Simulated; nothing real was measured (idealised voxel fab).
Module name: voxel trench capacitor (process module)
Shown is cross-section cut, with a width of 185 nm and square cells of size 5 nm.
Square cells in a grid make up a cross-section in this document, and the grid is given as bands, listed from the top down, each one or more rows of cells.
Within each band entry, the heights of the top and of the bottom of the band appear first, in that order and in nm; the materials of the band then follow from left to right, each with its corresponding width in nm. The designation "full width" on a single material indicates that it fills the band from edge to edge; the designation "empty" indicates empty space.
It should be noted that heights are counted from 0, beneath which the wafer as supplied is of one material throughout, and that the lowest band possesses no lower boundary but continues downward, as written in "0 and below".
You'd read "30 to 40" like this: the band's top row of cells is as wide as the first number, its bottom row is as wide as the second, and going down, every row changes width by the same amount as the row before did.
"changes: none" for a step: no cell of the cross-section changed in that step.
"Closed void register" lists enclosed empty spaces (at least 8 cells, no open path upward to the top), each as width x height at distance from the left edge, in nm.
Anything after a step's settings on that line? It's the simulator's own note about the step.
Steps that use a mask can have "overlay nm" on their line. It says how far the mask sat to the right of where it was meant to be. Negative means to the left.

Steps planned for the process
1: op RECEIVE | material Si
2: op CONFORMAL_DEP | material SiN | thk nm 5
3: op PATTERN | tone open | mask id TRENCH | material resist | width nm 30 | pitch nm 50 | thk nm 20 | overlay nm 0
4: op DIRECTIONAL_ETCH | etch materials SiN | depth nm 5
5: op DIRECTIONAL_ETCH | etch materials Si | depth nm 25
6: op STRIP | etch materials resist
7: op CONFORMAL_DEP | material Al2O3 | thk nm 5
8: op CONFORMAL_DEP | material TiN | thk nm 5
9: op FILL_DEP | material W | thk nm 10
10: op CMP | height nm 5

As-received wafer cross-section (after step 1)
  0 and below: Si full width
  Closed void register: none

End-of-module cross-section of the first of two wafers, processed as planned
  5 down to 0: SiN: 25, then Al2O3: 5, then TiN: 5, then W: 10, then TiN: 5, then Al2O3: 5, then SiN: 20, then Al2O3: 5, then TiN: 5, then W: 10, then TiN: 5, then Al2O3: 5, then SiN: 20, then Al2O3: 5, then TiN: 5, then W: 10, then TiN: 5, then Al2O3: 5, then SiN: 30
  0 down to -15: Si: 25, then Al2O3: 5, then TiN: 5, then W: 10, then TiN: 5, then Al2O3: 5, then Si: 20, then Al2O3: 5, then TiN: 5, then W: 10, then TiN: 5, then Al2O3: 5, then Si: 20, then Al2O3: 5, then TiN: 5, then W: 10, then TiN: 5, then Al2O3: 5, then Si: 30
  -15 down to -20: Si: 25, then Al2O3: 5, then TiN: 20, then Al2O3: 5, then Si: 20, then Al2O3: 5, then TiN: 20, then Al2O3: 5, then Si: 20, then Al2O3: 5, then TiN: 20, then Al2O3: 5, then Si: 30
  -20 down to -25: Si: 25, then Al2O3: 30, then Si: 20, then Al2O3: 30, then Si: 20, then Al2O3: 30, then Si: 30
  -25 and below: Si full width
  Closed void register: none

Cross-section at end of module for the second wafer of two, which matched the first in starting point and plan and differed by one mistake in its processing
  5 down to 0: SiN: 25, then Al2O3: 5, then TiN: 5, then W: 10, then TiN: 5, then Al2O3: 5, then SiN: 20, then Al2O3: 5, then TiN: 5, then W: 10, then TiN: 5, then Al2O3: 5, then SiN: 20, then Al2O3: 5, then TiN: 5, then W: 10, then TiN: 5, then Al2O3: 5, then SiN: 30
  0 down to -25: Si: 25, then Al2O3: 5, then TiN: 5, then W: 10, then TiN: 5, then Al2O3: 5, then Si: 20, then Al2O3: 5, then TiN: 5, then W: 10, then TiN: 5, then Al2O3: 5, then Si: 20, then Al2O3: 5, then TiN: 5, then W: 10, then TiN: 5, then Al2O3: 5, then Si: 30
  -25 down to -30: Si: 25, then Al2O3: 5, then TiN: 20, then Al2O3: 5, then Si: 20, then Al2O3: 5, then TiN: 20, then Al2O3: 5, then Si: 20, then Al2O3: 5, then TiN: 20, then Al2O3: 5, then Si: 30
  -30 down to -35: Si: 25, then Al2O3: 30, then Si: 20, then Al2O3: 30, then Si: 20, then Al2O3: 30, then Si: 30
  -35 and below: Si full width
  Closed void register: none
Processing error: step 5 deviated from plan and actually ran as op DIRECTIONAL_ETCH | etch materials Si | depth nm 35
Count the cells at the end and the second wafer has more or fewer of some materials than the first: +12 Al2O3, -36 Si, +12 TiN, +12 W
